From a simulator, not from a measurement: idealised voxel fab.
Process module in this document: voxel air gaps
250 nm wide, 5 nm square cells: that's cross-section cut.
Cross-section format: a grid of square cells, given as bands from top to bottom; each band is one or more rows of cells. The entry gives the band's vertical extent as a top height and a bottom height in nm, then its horizontal make-up as materials from left to right, each with a width in nm. "air" stands for empty space; a single material marked "throughout" fills the band edge to edge. For the purposes of this specification, 0 denotes the height below which the wafer in its as-received condition is composed wholly of one material, and the lowermost band, lacking a lower limit, extends downward without end, as expressed in "0 and below". Graded width ("30 to 40"): value in top row of band = first number; value in bottom row = second number; row-to-row change constant. It should be understood that the words "nothing changed", when stated for a given step, signify that the cross-section underwent no change in any of its cells during that step. "Voids lacking openings" contains a list of empty spaces, each no smaller than 8 cells and without an open way to the top, written in the form width x height at distance with the distance from the left edge and all three in nm. after a step's settings: what the simulator itself notes on the step. "overlay nm" on a masked step: distance the mask lay right of its planned place, negative for left.

[The planned process steps are enumerated hereunder]
| 1 | RECEIVE: material Si |
| 2 | CONFORMAL_DEP: material SiO2, thk nm 15 |
| 3 | CONFORMAL_DEP: material SiN, thk nm 5 |
| 4 | DIRECTIONAL_DEP: material SiO2, thk nm 40 |
| 5 | PATTERN: tone open, mask id LINES, material resist, width nm 25, pitch nm 55, thk nm 15, overlay nm 0 |
| 6 | DIRECTIONAL_ETCH: etch materials SiO2, depth nm 40 |
| 7 | STRIP: etch materials resist |
| 8 | CONFORMAL_DEP: material TiN, thk nm 5 |
| 9 | FILL_DEP: material W, thk nm 5 |
| 10 | CMP: height nm 60 |
| 11 | EPI: material Ru, thk nm 10 |
| 12 | SELECTIVE_ETCH: etch materials SiO2, depth nm 50 |
| 13 | CONFORMAL_DEP: material SiN, thk nm 5 |

[The first of a set of two wafers, run to plan]

[The cross-section here shows the wafer as received, i.e. in its state after step 1]
	0 and below  Si throughout
	Voids lacking openings: none

[Upon completion of step 2, the wafer appears in cross-section as shown]
	15 down to 0  SiO2 throughout
	Below 0, the layers are the same as they were.

[Upon completion of step 3, the wafer appears in cross-section as shown]
	20 down to 15  SiN throughout
	Below 15, the layers are the same as they were.

[Upon completion of step 4, the wafer appears in cross-section as shown]
	60 down to 20  SiO2 throughout
	Below 20, the layers are the same as they were.

[Upon completion of step 5, the wafer appears in cross-section as shown]
	75 down to 60  55 nm resist  25 nm air  30 nm resist  25 nm air  30 nm resist  25 nm air  60 nm resist
	Below 60, the layers are the same as they were.

[Upon completion of step 6, the wafer appears in cross-section as shown]
	75 down to 60  55 nm resist  25 nm air  30 nm resist  25 nm air  30 nm resist  25 nm air  60 nm resist
	60 down to 20  55 nm SiO2  25 nm air  30 nm SiO2  25 nm air  30 nm SiO2  25 nm air  60 nm SiO2
	Below 20, the layers are the same as they were.

[Upon completion of step 7, the wafer appears in cross-section as shown]
	60 down to 20  55 nm SiO2  25 nm air  30 nm SiO2  25 nm air  30 nm SiO2  25 nm air  60 nm SiO2
	Below 20, the layers are the same as they were.

[Upon completion of step 8, the wafer appears in cross-section as shown]
	65 down to 60  60 nm TiN  15 nm air  40 nm TiN  15 nm air  40 nm TiN  15 nm air  65 nm TiN
	60 down to 25  55 nm SiO2  5 nm TiN  15 nm air  5 nm TiN  30 nm SiO2  5 nm TiN  15 nm air  5 nm TiN  30 nm SiO2  5 nm TiN  15 nm air  5 nm TiN  60 nm SiO2
	25 down to 20  55 nm SiO2  25 nm TiN  30 nm SiO2  25 nm TiN  30 nm SiO2  25 nm TiN  60 nm SiO2
	Below 20, the layers are the same as they were.

[Upon completion of step 9, the wafer appears in cross-section as shown]
	70 down to 65  W throughout
	65 down to 60  60 nm TiN  15 nm W  40 nm TiN  15 nm W  40 nm TiN  15 nm W  65 nm TiN
	60 down to 25  55 nm SiO2  5 nm TiN  15 nm W  5 nm TiN  30 nm SiO2  5 nm TiN  15 nm W  5 nm TiN  30 nm SiO2  5 nm TiN  15 nm W  5 nm TiN  60 nm SiO2
	Below 25, the layers are the same as they were.

[Upon completion of step 10, the wafer appears in cross-section as shown]
	60 down to 25  55 nm SiO2  5 nm TiN  15 nm W  5 nm TiN  30 nm SiO2  5 nm TiN  15 nm W  5 nm TiN  30 nm SiO2  5 nm TiN  15 nm W  5 nm TiN  60 nm SiO2
	Below 25, the layers are the same as they were.

[Upon completion of step 11, the wafer appears in cross-section as shown]
	70 down to 60  45 nm air  45 nm Ru  10 nm air  45 nm Ru  10 nm air  45 nm Ru  50 nm air
	Below 60, the layers are the same as they were.

[Upon completion of step 12, the wafer appears in cross-section as shown]
	70 down to 60  45 nm air  45 nm Ru  10 nm air  45 nm Ru  10 nm air  45 nm Ru  50 nm air
	60 down to 25  55 nm air  5 nm TiN  15 nm W  5 nm TiN  30 nm air  5 nm TiN  15 nm W  5 nm TiN  30 nm air  5 nm TiN  15 nm W  5 nm TiN  60 nm air
	25 down to 20  55 nm air  25 nm TiN  30 nm air  25 nm TiN  30 nm air  25 nm TiN  60 nm air
	Below 20, the layers are the same as they were.

[Upon completion of step 13, the wafer appears in cross-section as shown]
	75 down to 70  40 nm air  165 nm SiN  45 nm air
	70 down to 60  40 nm air  5 nm SiN  45 nm Ru  10 nm SiN  45 nm Ru  10 nm SiN  45 nm Ru  5 nm SiN  45 nm air
	60 down to 55  40 nm air  15 nm SiN  5 nm TiN  15 nm W  5 nm TiN  30 nm SiN  5 nm TiN  15 nm W  5 nm TiN  30 nm SiN  5 nm TiN  15 nm W  5 nm TiN  15 nm SiN  45 nm air
	55 down to 25  50 nm air  5 nm SiN  5 nm TiN  15 nm W  5 nm TiN  5 nm SiN  20 nm air  5 nm SiN  5 nm TiN  15 nm W  5 nm TiN  5 nm SiN  20 nm air  5 nm SiN  5 nm TiN  15 nm W  5 nm TiN  5 nm SiN  55 nm air
	25 down to 20  55 nm SiN  25 nm TiN  30 nm SiN  25 nm TiN  30 nm SiN  25 nm TiN  60 nm SiN
	Below 20, the layers are the same as they were.
	Voids lacking openings: 20 x 30 at 85; 20 x 30 at 140

[Wafer two. Identical start, identical plan. One mistake in execution. Identical history through step 1]

[Cross-section of the second wafer when, according to plan, step 2 should have finished]
	30 down to 0  SiO2 throughout
	Below 0, the layers are the same as they were.

[Cross-section of the second wafer when, according to plan, step 3 should have finished]
	35 down to 30  SiN throughout
	Below 30, the layers are the same as they were.

[Cross-section of the second wafer when, according to plan, step 4 should have finished]
	75 down to 35  SiO2 throughout
	Below 35, the layers are the same as they were.

[Cross-section of the second wafer when, according to plan, step 5 should have finished]
	90 down to 75  55 nm resist  25 nm air  30 nm resist  25 nm air  30 nm resist  25 nm air  60 nm resist
	Below 75, the layers are the same as they were.

[Cross-section of the second wafer when, according to plan, step 6 should have finished]
	90 down to 75  55 nm resist  25 nm air  30 nm resist  25 nm air  30 nm resist  25 nm air  60 nm resist
	75 down to 35  55 nm SiO2  25 nm air  30 nm SiO2  25 nm air  30 nm SiO2  25 nm air  60 nm SiO2
	Below 35, the layers are the same as they were.

[Cross-section of the second wafer when, according to plan, step 7 should have finished]
	75 down to 35  55 nm SiO2  25 nm air  30 nm SiO2  25 nm air  30 nm SiO2  25 nm air  60 nm SiO2
	Below 35, the layers are the same as they were.

[Cross-section of the second wafer when, according to plan, step 8 should have finished]
	80 down to 75  60 nm TiN  15 nm air  40 nm TiN  15 nm air  40 nm TiN  15 nm air  65 nm TiN
	75 down to 40  55 nm SiO2  5 nm TiN  15 nm air  5 nm TiN  30 nm SiO2  5 nm TiN  15 nm air  5 nm TiN  30 nm SiO2  5 nm TiN  15 nm air  5 nm TiN  60 nm SiO2
	40 down to 35  55 nm SiO2  25 nm TiN  30 nm SiO2  25 nm TiN  30 nm SiO2  25 nm TiN  60 nm SiO2
	Below 35, the layers are the same as they were.

[Cross-section of the second wafer when, according to plan, step 9 should have finished]
	85 down to 80  W throughout
	80 down to 75  60 nm TiN  15 nm W  40 nm TiN  15 nm W  40 nm TiN  15 nm W  65 nm TiN
	75 down to 40  55 nm SiO2  5 nm TiN  15 nm W  5 nm TiN  30 nm SiO2  5 nm TiN  15 nm W  5 nm TiN  30 nm SiO2  5 nm TiN  15 nm W  5 nm TiN  60 nm SiO2
	Below 40, the layers are the same as they were.

[Cross-section of the second wafer when, according to plan, step 10 should have finished]
	60 down to 40  55 nm SiO2  5 nm TiN  15 nm W  5 nm TiN  30 nm SiO2  5 nm TiN  15 nm W  5 nm TiN  30 nm SiO2  5 nm TiN  15 nm W  5 nm TiN  60 nm SiO2
	Below 40, the layers are the same as they were.

[Cross-section of the second wafer when, according to plan, step 11 should have finished]
	70 down to 60  45 nm air  45 nm Ru  10 nm air  45 nm Ru  10 nm air  45 nm Ru  50 nm air
	Below 60, the layers are the same as they were.

[Cross-section of the second wafer when, according to plan, step 12 should have finished]
	70 down to 60  45 nm air  45 nm Ru  10 nm air  45 nm Ru  10 nm air  45 nm Ru  50 nm air
	60 down to 40  55 nm air  5 nm TiN  15 nm W  5 nm TiN  30 nm air  5 nm TiN  15 nm W  5 nm TiN  30 nm air  5 nm TiN  15 nm W  5 nm TiN  60 nm air
	40 down to 35  55 nm air  25 nm TiN  30 nm air  25 nm TiN  30 nm air  25 nm TiN  60 nm air
	Below 35, the layers are the same as they were.

[Cross-section of the second wafer when, according to plan, step 13 should have finished]
	75 down to 70  40 nm air  165 nm SiN  45 nm air
	70 down to 60  40 nm air  5 nm SiN  45 nm Ru  10 nm SiN  45 nm Ru  10 nm SiN  45 nm Ru  5 nm SiN  45 nm air
	60 down to 55  40 nm air  15 nm SiN  5 nm TiN  15 nm W  5 nm TiN  30 nm SiN  5 nm TiN  15 nm W  5 nm TiN  30 nm SiN  5 nm TiN  15 nm W  5 nm TiN  15 nm SiN  45 nm air
	55 down to 40  50 nm air  5 nm SiN  5 nm TiN  15 nm W  5 nm TiN  5 nm SiN  20 nm air  5 nm SiN  5 nm TiN  15 nm W  5 nm TiN  5 nm SiN  20 nm air  5 nm SiN  5 nm TiN  15 nm W  5 nm TiN  5 nm SiN  55 nm air
	40 down to 35  55 nm SiN  25 nm TiN  30 nm SiN  25 nm TiN  30 nm SiN  25 nm TiN  60 nm SiN
	Below 35, the layers are the same as they were.
	Voids lacking openings: 20 x 15 at 85; 20 x 15 at 140
What was done differently from what was planned? twice, step 2 of the plan was run
Materials where the second wafer ends with more or fewer cells than the first: -18 SiN, +150 SiO2, -18 TiN, -27 W
